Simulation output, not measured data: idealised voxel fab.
process module | voxel tone inversion
cross-section cut | 205 nm wide | cells 5 nm
A cross-section is a grid of square cells, given in bands from the top down. A band is one or more rows of cells.
Each band's line starts with the height of the band's top and of its bottom, in nm. Then come its materials from left to right, each with its width in nm. One material with "throughout" fills the band from edge to edge. "air" is empty space.
Height 0 is the level under which the wafer as received is all one material. The lowest band goes on downwards, as in "0 down".
A width such as "30 to 40" changes by the same amount from each row of cells to the next, from the band's top row to its bottom row.
"no change" after a step means that no cell of the cross-section changed.
closed voids: empty space of 8 cells or more with no open way to the top, each as width x height at its distance from the left edge, in nm
after a step's settings: what the simulator itself notes on the step
overlay nm, on a step with a mask: how far to the right of its planned place the mask lay; to the left if negative
plan
1 op RECEIVE | material Si
2 op CONFORMAL_DEP | material SiCN | thk nm 5
3 op DIRECTIONAL_DEP | material polySi | thk nm 20
4 op PATTERN | tone cover | mask id POSTS | material resist | width nm 25 | pitch nm 50 | thk nm 30 | overlay nm 0
5 op DIRECTIONAL_ETCH | etch materials polySi | depth nm 20
6 op STRIP | etch materials resist
7 op FILL_DEP | material SiO2 | thk nm 10
8 op CMP | height nm 25
9 op STRIP | etch materials polySi
10 op CONFORMAL_DEP | material TiN | thk nm 5
11 op FILL_DEP | material Ru | thk nm 10
12 op CMP | height nm 25
13 op CONFORMAL_DEP | material SiCN | thk nm 5
first wafer, as planned
as received, after step 1
  0 down: Si throughout
  closed voids: none
after step 2
  5 to 0: SiCN throughout
  below 0: unchanged
after step 3
  25 to 5: polySi throughout
  below 5: unchanged
after step 4
  55 to 25: air 15 | resist 25 | air 25 | resist 25 | air 25 | resist 25 | air 25 | resist 25 | air 15
  below 25: unchanged
after step 5
  55 to 25: air 15 | resist 25 | air 25 | resist 25 | air 25 | resist 25 | air 25 | resist 25 | air 15
  25 to 5: air 15 | polySi 25 | air 25 | polySi 25 | air 25 | polySi 25 | air 25 | polySi 25 | air 15
  below 5: unchanged
after step 6
  25 to 5: air 15 | polySi 25 | air 25 | polySi 25 | air 25 | polySi 25 | air 25 | polySi 25 | air 15
  below 5: unchanged
after step 7
  35 to 25: SiO2 throughout
  25 to 5: SiO2 15 | polySi 25 | SiO2 25 | polySi 25 | SiO2 25 | polySi 25 | SiO2 25 | polySi 25 | SiO2 15
  below 5: unchanged
after step 8
  25 to 5: SiO2 15 | polySi 25 | SiO2 25 | polySi 25 | SiO2 25 | polySi 25 | SiO2 25 | polySi 25 | SiO2 15
  below 5: unchanged
after step 9
  25 to 5: SiO2 15 | air 25 | SiO2 25 | air 25 | SiO2 25 | air 25 | SiO2 25 | air 25 | SiO2 15
  below 5: unchanged
after step 10
  30 to 25: TiN 20 | air 15 | TiN 35 | air 15 | TiN 35 | air 15 | TiN 35 | air 15 | TiN 20
  25 to 10: SiO2 15 | TiN 5 | air 15 | TiN 5 | SiO2 25 | TiN 5 | air 15 | TiN 5 | SiO2 25 | TiN 5 | air 15 | TiN 5 | SiO2 25 | TiN 5 | air 15 | TiN 5 | SiO2 15
  10 to 5: SiO2 15 | TiN 25 | SiO2 25 | TiN 25 | SiO2 25 | TiN 25 | SiO2 25 | TiN 25 | SiO2 15
  below 5: unchanged
after step 11
  40 to 30: Ru throughout
  30 to 25: TiN 20 | Ru 15 | TiN 35 | Ru 15 | TiN 35 | Ru 15 | TiN 35 | Ru 15 | TiN 20
  25 to 10: SiO2 15 | TiN 5 | Ru 15 | TiN 5 | SiO2 25 | TiN 5 | Ru 15 | TiN 5 | SiO2 25 | TiN 5 | Ru 15 | TiN 5 | SiO2 25 | TiN 5 | Ru 15 | TiN 5 | SiO2 15
  below 10: unchanged
after step 12
  25 to 10: SiO2 15 | TiN 5 | Ru 15 | TiN 5 | SiO2 25 | TiN 5 | Ru 15 | TiN 5 | SiO2 25 | TiN 5 | Ru 15 | TiN 5 | SiO2 25 | TiN 5 | Ru 15 | TiN 5 | SiO2 15
  below 10: unchanged
after step 13
  30 to 25: SiCN throughout
  below 25: unchanged
second wafer: like start, like plan, one mistake. Through step 7 it matches the first wafer
when step 8 should have ended
  25 to 5: SiO2 15 | polySi 25 | SiO2 25 | polySi 25 | SiO2 25 | polySi 25 | SiO2 25 | polySi 25 | SiO2 15
  below 5: unchanged
when step 9 should have ended
  25 to 5: SiO2 15 | air 25 | SiO2 25 | air 25 | SiO2 25 | air 25 | SiO2 25 | air 25 | SiO2 15
  below 5: unchanged
when step 10 should have ended
  30 to 25: TiN 20 | air 15 | TiN 35 | air 15 | TiN 35 | air 15 | TiN 35 | air 15 | TiN 20
  25 to 10: SiO2 15 | TiN 5 | air 15 | TiN 5 | SiO2 25 | TiN 5 | air 15 | TiN 5 | SiO2 25 | TiN 5 | air 15 | TiN 5 | SiO2 25 | TiN 5 | air 15 | TiN 5 | SiO2 15
  10 to 5: SiO2 15 | TiN 25 | SiO2 25 | TiN 25 | SiO2 25 | TiN 25 | SiO2 25 | TiN 25 | SiO2 15
  below 5: unchanged
when step 11 should have ended
  40 to 30: Ru throughout
  30 to 25: TiN 20 | Ru 15 | TiN 35 | Ru 15 | TiN 35 | Ru 15 | TiN 35 | Ru 15 | TiN 20
  25 to 10: SiO2 15 | TiN 5 | Ru 15 | TiN 5 | SiO2 25 | TiN 5 | Ru 15 | TiN 5 | SiO2 25 | TiN 5 | Ru 15 | TiN 5 | SiO2 25 | TiN 5 | Ru 15 | TiN 5 | SiO2 15
  below 10: unchanged
when step 12 should have ended
  25 to 10: SiO2 15 | TiN 5 | Ru 15 | TiN 5 | SiO2 25 | TiN 5 | Ru 15 | TiN 5 | SiO2 25 | TiN 5 | Ru 15 | TiN 5 | SiO2 25 | TiN 5 | Ru 15 | TiN 5 | SiO2 15
  below 10: unchanged
when step 13 should have ended
  30 to 25: SiCN throughout
  below 25: unchanged
what went wrong: step 8 was run twice
at the end the two cross-sections are the same: no effect in what this model computes
